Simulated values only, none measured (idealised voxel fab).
The following is a process module called voxel fin reveal.
The cross-section shown here is cut; it is 180 nm wide and divided into square cells measuring 5 nm on a side.
A cross-section in this document is a grid of square cells, and it is written down as bands, the top band listed before the ones below it; a band is made up of one or more rows of cells.
Band: top height; bottom height; in nm. Then, left to right: material with width in nm, for each material. "throughout": a single material spanning edge to edge. "blank": empty space.
Heights are reckoned from 0. Under this level, the received wafer is all of one material. The bottommost band is open-ended downward, for example "0..down".
So if you see something like "30..40" for the width, read it as the top row of the band sitting at the first number and the bottom row at the second, with every row in between moving by the same amount as the last.
Given "no change" for a step, no cell of the cross-section differs between before and after that step.
Empty spaces without an open route to the top, at least 8 cells in extent, make up the entry "Enclosed empty spaces"; each is given as width x height at distance, where the distance is measured from the left edge, and all are in nm.
Where a step's line continues beyond its settings, the continuation is a remark by the simulator itself on that step.
Among the settings permitted on a step's line is "overlay nm"; applied to a step with a mask, it specifies the extent to which the mask lay to the right of its planned position, whereas a negative figure signifies a position to the left.

Planned step list for the process:
1. RECEIVE: material Si
2. CONFORMAL_DEP: material SiN, thk nm 10
3. DIRECTIONAL_DEP: material aC, thk nm 15
4. PATTERN: tone cover, mask id FINS, material resist, width nm 15, pitch nm 40, thk nm 35, overlay nm 0
5. DIRECTIONAL_ETCH: etch materials aC, depth nm 15
6. STRIP: etch materials resist
7. DIRECTIONAL_ETCH: etch materials SiN, depth nm 10
8. DIRECTIONAL_ETCH: etch materials Si, depth nm 35
9. STRIP: etch materials aC
10. FILL_DEP: material SiO2, thk nm 10
11. CMP: height nm 10
12. SELECTIVE_ETCH: etch materials SiO2, depth nm 20
13. STRIP: etch materials SiN

Here's what the wafer looked like in cross-section when it arrived - that's after step 1:
0..down  Si throughout
Enclosed empty spaces: none

Module complete - cross-section of the first of two wafers, run according to plan:
0..-10  blank (40) / Si (15) / blank (25) / Si (15) / blank (25) / Si (15) / blank (45)
-10..-35  SiO2 (40) / Si (15) / SiO2 (25) / Si (15) / SiO2 (25) / Si (15) / SiO2 (45)
-35..down  Si throughout
Enclosed empty spaces: none

Module end: cross-section of wafer two of two. Same start and process plan as the first wafer. One mistake during execution:
0..-35  blank (40) / Si (15) / blank (25) / Si (15) / blank (25) / Si (15) / blank (45)
-35..down  Si throughout
Enclosed empty spaces: none
What broke from the plan during processing? step 10 ran as: FILL_DEP: material SiN, thk nm 10
Cell-count delta at end, second wafer over first, by material: -135 SiO2
